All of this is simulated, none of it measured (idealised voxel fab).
The document below concerns the process module designated voxel transistor to metal.
This is section cut - it's 215 nm across, gridded in 5 nm square cells.
Format of a cross-section: grid, square cells. Given as bands. Order: top down. Band: one or more rows of cells.
Heights first: top, then bottom, in nm. Then materials, left to right, each with a width in nm. "throughout" on a single material: fills the band edge to edge. "air": empty space.
Heights are expressed relative to 0, this being the level below which the as-received wafer comprises one material exclusively. The lowest band is unbounded in the downward direction and is denoted as in "0 and below".
A width given as "30..40" starts at the first number in the band's top row and ends at the second number in its bottom row, shifting by an equal amount at every step from row to row.
"left unchanged" after a step means that no cell of the cross-section changed.
"Voids lacking openings" lists enclosed empty spaces (at least 8 cells, no open path upward to the top), each as width x height at distance from the left edge, in nm.
Heads up: the bit after the settings on a step's line is the simulator's remark on that step.
On any step carrying a mask, the "overlay nm" setting, if present on the step's line, tells how far right of its planned place the mask lay; negative values point to the left.
Process steps (planned):
1 RECEIVE (material Si)
2 CONFORMAL_DEP (material SiO2; thk nm 5)
3 CONFORMAL_DEP (material SiN; thk nm 15)
4 MASKED_ETCH (tone cover; mask id ACTIVE; width nm 100; etch materials SiN; depth nm 15; overlay nm 0)
5 MASKED_ETCH (tone cover; mask id ACTIVE; width nm 100; etch materials SiO2; depth nm 5; overlay nm 0)
6 MASKED_ETCH (tone cover; mask id ACTIVE; width nm 100; etch materials Si; depth nm 20; overlay nm 0)
7 OXIDIZE (depth nm 5)
8 FILL_DEP (material SiO2; thk nm 10)
9 CMP (height nm 20)
10 SELECTIVE_ETCH (etch materials SiO2; depth nm 10)
11 STRIP (etch materials SiN)
12 SELECTIVE_ETCH (etch materials SiO2; depth nm 5)
13 OXIDIZE (depth nm 5)
14 DIRECTIONAL_DEP (material polySi; thk nm 30)
15 DIRECTIONAL_DEP (material SiCN; thk nm 15)
16 DIRECTIONAL_DEP (material aC; thk nm 10)
17 PATTERN (tone cover; mask id GATE; material resist; width nm 20; thk nm 25; overlay nm 0)
18 DIRECTIONAL_ETCH (etch materials aC; depth nm 10)
19 STRIP (etch materials resist)
20 DIRECTIONAL_ETCH (etch materials SiCN; depth nm 25)
21 DIRECTIONAL_ETCH (etch materials polySi; depth nm 40)
22 STRIP (etch materials aC)
23 CONFORMAL_DEP (material SiO2; thk nm 5)
24 DIRECTIONAL_ETCH (etch materials SiO2; depth nm 5)
25 CONFORMAL_DEP (material SiN; thk nm 10)
26 DIRECTIONAL_ETCH (etch materials SiN; depth nm 10)
27 DIRECTIONAL_ETCH (etch materials SiO2; depth nm 5)
28 EPI (material SiGe; thk nm 5)
29 FILL_DEP (material SiO2; thk nm 10)
30 CMP (height nm 45)
31 DIRECTIONAL_DEP (material SiO2; thk nm 15)
32 DIRECTIONAL_DEP (material aC; thk nm 10)
33 PATTERN (tone open; mask id CONTACT; material resist; width nm 30; pitch nm 60; thk nm 30; overlay nm 0)
34 DIRECTIONAL_ETCH (etch materials aC; depth nm 10)
35 STRIP (etch materials resist)
36 DIRECTIONAL_ETCH (etch materials SiO2; depth nm 60)
37 STRIP (etch materials aC)
38 CONFORMAL_DEP (material TiN; thk nm 5)
39 FILL_DEP (material Ru; thk nm 5)
40 CMP (height nm 60)
41 DIRECTIONAL_DEP (material TiN; thk nm 5)
42 DIRECTIONAL_DEP (material Ru; thk nm 15)
43 MASKED_ETCH (tone cover; mask id METAL_1; width nm 20; pitch nm 70; etch materials Ru; depth nm 15; overlay nm 0)
44 MASKED_ETCH (tone cover; mask id METAL_1; width nm 20; pitch nm 70; etch materials TiN; depth nm 5; overlay nm 0)
45 CONFORMAL_DEP (material SiN; thk nm 5)
46 FILL_DEP (material lowk; thk nm 5)
47 CMP (height nm 80)
48 CONFORMAL_DEP (material SiCN; thk nm 5)
49 DIRECTIONAL_DEP (material SiO2; thk nm 25)
50 MASKED_ETCH (tone open; mask id METAL_2; width nm 20; pitch nm 70; etch materials SiO2; depth nm 15; overlay nm 0)
51 MASKED_ETCH (tone open; mask id METAL_2_HOLES; width nm 15; pitch nm 70; etch materials SiO2; depth nm 10; overlay nm 0)
52 MASKED_ETCH (tone open; mask id METAL_2_HOLES; width nm 15; pitch nm 70; etch materials SiCN; depth nm 5; overlay nm 0)
53 CONFORMAL_DEP (material TiN; thk nm 5)
54 FILL_DEP (material Cu; thk nm 5)
55 CMP (height nm 110)
56 CONFORMAL_DEP (material SiCN; thk nm 5)
Wafer as received: cross-section following step 1:
- 0 and below | Si throughout
- Voids lacking openings: none
Final cross-section, module run with one mistake (start and plan as above):
- 115 down to 110 | SiCN throughout
- 110 down to 100 | SiO2 60  TiN 5  Cu 10  TiN 5  SiO2 50  TiN 5  Cu 10  TiN 5  SiO2 65
- 100 down to 95 | SiO2 60  TiN 5  Cu 5  TiN 10  SiO2 50  TiN 5  Cu 5  TiN 10  SiO2 65
- 95 down to 85 | SiO2 60  TiN 5  Cu 5  TiN 5  SiO2 55  TiN 5  Cu 5  TiN 5  SiO2 70
- 85 down to 80 | SiCN 60  TiN 15  SiCN 55  TiN 15  SiCN 70
- 80 down to 65 | lowk 55  SiN 5  Ru 20  SiN 5  lowk 40  SiN 5  Ru 20  SiN 5  lowk 60
- 65 down to 60 | SiN 60  TiN 20  SiN 50  TiN 20  SiN 65
- 60 down to 45 | SiO2 60  TiN 5  Ru 20  TiN 5  SiO2 30  TiN 5  Ru 20  TiN 5  SiO2 65
- 45 down to 30 | SiO2 60  TiN 5  Ru 20  TiN 5  SiO2 5  SiCN 20  SiO2 5  TiN 5  Ru 20  TiN 5  SiO2 65
- 30 down to 5 | SiO2 60  TiN 5  Ru 20  TiN 5  SiO2 5  polySi 20  SiO2 5  TiN 5  Ru 20  TiN 5  SiO2 65
- 5 down to 0 | SiO2 60  TiN 30  SiO2 5  polySi 20  SiO2 5  TiN 30  SiO2 65
- 0 down to -5 | SiO2 55  SiGe 35  SiO2 30  SiGe 35  SiO2 60
- -5 down to -25 | SiO2 60  Si 90  SiO2 65
- -25 and below | Si throughout
- Voids lacking openings: none
In executing the process, a mistake was made relative to the plan: step 25 was dropped from the plan's execution and never run
